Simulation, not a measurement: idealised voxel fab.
process module | voxel self aligned vias
cross-section cut | 260 nm wide | cells 5 nm
A cross-section is a grid of square cells, given in bands from the top down. A band is one or more rows of cells.
Each band's line starts with the height of the band's top and of its bottom, in nm. Then come its materials from left to right, each with its width in nm. One material with "throughout" fills the band from edge to edge. "air" is empty space.
Height 0 is the level under which the wafer as received is all one material. The lowest band goes on downwards, as in "0 down".
A width such as "30 to 40" changes by the same amount from each row of cells to the next, from the band's top row to its bottom row.
"no change" after a step means that no cell of the cross-section changed.
closed voids: empty space of 8 cells or more with no open way to the top, each as width x height at its distance from the left edge, in nm
after a step's settings: what the simulator itself notes on the step
overlay nm, on a step with a mask: how far to the right of its planned place the mask lay; to the left if negative
plan
1 op RECEIVE | material Si
2 op CONFORMAL_DEP | material SiO2 | thk nm 15
3 op CONFORMAL_DEP | material SiCN | thk nm 5
4 op DIRECTIONAL_DEP | material SiO2 | thk nm 20
5 op DIRECTIONAL_DEP | material aC | thk nm 10
6 op PATTERN | tone open | mask id LINES | material resist | width nm 30 | pitch nm 60 | thk nm 25 | overlay nm 0
7 op DIRECTIONAL_ETCH | etch materials aC | depth nm 10
8 op STRIP | etch materials resist
9 op DIRECTIONAL_ETCH | etch materials SiO2 | depth nm 20
10 op STRIP | etch materials aC
11 op CONFORMAL_DEP | material TiN | thk nm 5
12 op FILL_DEP | material Ru | thk nm 5
13 op CMP | height nm 40
14 op SELECTIVE_ETCH | etch materials W Ru TiN | depth nm 5
15 op FILL_DEP | material SiN | thk nm 10
16 op CMP | height nm 40
17 op DIRECTIONAL_DEP | material SiO2 | thk nm 15
18 op MASKED_ETCH | tone open | mask id VIAS | width nm 40 | pitch nm 120 | etch materials SiO2 | depth nm 15 | overlay nm 0
19 op MASKED_ETCH | tone open | mask id VIAS | width nm 40 | pitch nm 120 | etch materials SiN | depth nm 5 | overlay nm 0
20 op CONFORMAL_DEP | material TiN | thk nm 5
21 op FILL_DEP | material Ru | thk nm 10
22 op CMP | height nm 55
23 op CONFORMAL_DEP | material SiN | thk nm 5
as received, after step 1
  0 down: Si throughout
  closed voids: none
a wafer at the end: this start, this plan, one mistake
  60 to 55: SiN throughout
  55 to 45: SiO2 50 | TiN 5 | Ru 35 | TiN 5 | SiO2 75 | TiN 5 | Ru 35 | TiN 5 | SiO2 45
  45 to 40: SiO2 50 | TiN 10 | Ru 20 | TiN 15 | SiO2 75 | TiN 10 | Ru 20 | TiN 15 | SiO2 45
  40 to 35: SiO2 55 | TiN 30 | SiO2 30 | SiN 30 | SiO2 30 | TiN 30 | SiO2 55
  35 to 25: SiO2 55 | TiN 5 | Ru 20 | TiN 5 | SiO2 30 | TiN 5 | Ru 20 | TiN 5 | SiO2 30 | TiN 5 | Ru 20 | TiN 5 | SiO2 55
  25 to 20: SiO2 55 | TiN 30 | SiO2 30 | TiN 30 | SiO2 30 | TiN 30 | SiO2 55
  20 to 15: SiCN throughout
  15 to 0: SiO2 throughout
  0 down: Si throughout
  closed voids: none
what went wrong: step 18 ran as: op MASKED_ETCH | tone open | mask id VIAS | width nm 45 | pitch nm 120 | etch materials SiO2 | depth nm 15 | overlay nm 0
